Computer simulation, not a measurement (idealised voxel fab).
Documented hereafter: the process module known as voxel capacitor over wiring.
Cross-sectional view cut (width: 190 nm; square cell size: 5 nm).
Think of the cross-section as a grid of square cells. We describe it in bands, top to bottom, and each band covers one or more rows of those cells. Within each band entry, the heights of the top and of the bottom of the band appear first, in that order and in nm; the materials of the band then follow from left to right, each with its corresponding width in nm. The designation "edge to edge" on a single material indicates that it fills the band from edge to edge; the designation "empty" indicates empty space. The reference from which all heights are counted is 0, the level beneath which the as-received wafer is entirely one material; the lowest band, having no lower bound, proceeds downward and is written after the example "0 and below". Read "30->40" as a graded width: first number on top, second number at the bottom, same change between each pair of neighbouring rows. What does "no modifications" mean for a step? It means no cell of the cross-section changed in that step. The list in "Enclosed voids" covers empty spaces of 8 cells or more that cannot reach the top through any open way, and it gives each as width x height at distance; the distance is from the left edge, and width, height and distance are in nm. Where a step's line continues beyond its settings, the continuation is a remark by the simulator itself on that step. overlay nm: mask offset rightward from planned place, masked step; negative means leftward offset.
### Process steps - plan
1: RECEIVE | material Si
2: CONFORMAL_DEP | material SiO2 | thk nm 10
3: DIRECTIONAL_DEP | material TiN | thk nm 5
4: DIRECTIONAL_DEP | material W | thk nm 15
5: DIRECTIONAL_DEP | material aC | thk nm 10
6: PATTERN | tone cover | mask id METAL_1 | material resist | width nm 30 | pitch nm 100 | thk nm 25 | overlay nm 0
7: DIRECTIONAL_ETCH | etch materials aC | depth nm 10
8: STRIP | etch materials resist
9: DIRECTIONAL_ETCH | etch materials W | depth nm 15
10: DIRECTIONAL_ETCH | etch materials TiN | depth nm 5
11: STRIP | etch materials aC
12: FILL_DEP | material SiO2 | thk nm 10
13: CMP | height nm 30
14: CONFORMAL_DEP | material SiCN | thk nm 5
15: DIRECTIONAL_DEP | material SiO2 | thk nm 20
16: PATTERN | tone open | mask id PLUG_1 | material resist | width nm 15 | thk nm 15 | overlay nm 0
17: DIRECTIONAL_ETCH | etch materials SiO2 | depth nm 20
18: DIRECTIONAL_ETCH | etch materials SiCN | depth nm 5
19: STRIP | etch materials resist
20: EPI | material Ru | thk nm 10
21: EPI | material Ru | thk nm 10
22: EPI | material Ru | thk nm 5
23: DIRECTIONAL_DEP | material TiN | thk nm 5
24: DIRECTIONAL_DEP | material HfO2 | thk nm 5
25: DIRECTIONAL_DEP | material TiN | thk nm 10
26: DIRECTIONAL_DEP | material aC | thk nm 10
27: PATTERN | tone cover | mask id UPPER_PLATE | material resist | width nm 75 | thk nm 30 | overlay nm 0
28: DIRECTIONAL_ETCH | etch materials aC | depth nm 10
29: STRIP | etch materials resist
30: DIRECTIONAL_ETCH | etch materials TiN | depth nm 10
31: DIRECTIONAL_ETCH | etch materials HfO2 | depth nm 5
32: STRIP | etch materials aC
33: DIRECTIONAL_DEP | material aC | thk nm 10
34: PATTERN | tone cover | mask id LOWER_PLATE | material resist | width nm 85 | thk nm 25 | overlay nm -15
35: DIRECTIONAL_ETCH | etch materials aC | depth nm 10
36: STRIP | etch materials resist
37: DIRECTIONAL_ETCH | etch materials TiN | depth nm 5
38: STRIP | etch materials aC
39: FILL_DEP | material SiO2 | thk nm 15
40: CMP | height nm 85
41: DIRECTIONAL_DEP | material aC | thk nm 15
42: PATTERN | tone open | mask id PLUG_2 | material resist | width nm 15 | thk nm 35 | overlay nm 0
43: DIRECTIONAL_ETCH | etch materials aC | depth nm 15
44: STRIP | etch materials resist
45: DIRECTIONAL_ETCH | etch materials SiO2 | depth nm 10
46: STRIP | etch materials aC
47: CONFORMAL_DEP | material TiN | thk nm 5
48: FILL_DEP | material Ru | thk nm 5
49: CMP | height nm 85
50: CONFORMAL_DEP | material SiN | thk nm 5
The plan shows the overlay nm of step 34 as the first wafer had it; this setting differs between the wafers, which start out alike.
### Cross-section of the first of several received wafers, showing its state after step 1
    0 and below | Si edge to edge
    Enclosed voids: none
### Tabulated below, wafer by wafer, are the end-of-module results: for each material, the number of cells gained (+) or lost (-) relative to the as-received state, followed by the closed voids
overlay nm -15 | +15 HfO2 | +16 Ru | +35 SiCN | +38 SiN | +480 SiO2 | +64 TiN | +36 W | Enclosed voids: none
overlay nm -10 | +15 HfO2 | +16 Ru | +35 SiCN | +38 SiN | +480 SiO2 | +64 TiN | +36 W | Enclosed voids: none
overlay nm -5 | +15 HfO2 | +16 Ru | +35 SiCN | +38 SiN | +480 SiO2 | +64 TiN | +36 W | Enclosed voids: none
overlay nm 0 | +15 HfO2 | +16 Ru | +35 SiCN | +38 SiN | +480 SiO2 | +64 TiN | +36 W | Enclosed voids: none
overlay nm 5 | +15 HfO2 | +16 Ru | +35 SiCN | +38 SiN | +480 SiO2 | +64 TiN | +36 W | Enclosed voids: none
overlay nm 10 | +15 HfO2 | +16 Ru | +35 SiCN | +38 SiN | +480 SiO2 | +64 TiN | +36 W | Enclosed voids: none
overlay nm 15 | +15 HfO2 | +16 Ru | +35 SiCN | +38 SiN | +480 SiO2 | +64 TiN | +36 W | Enclosed voids: none
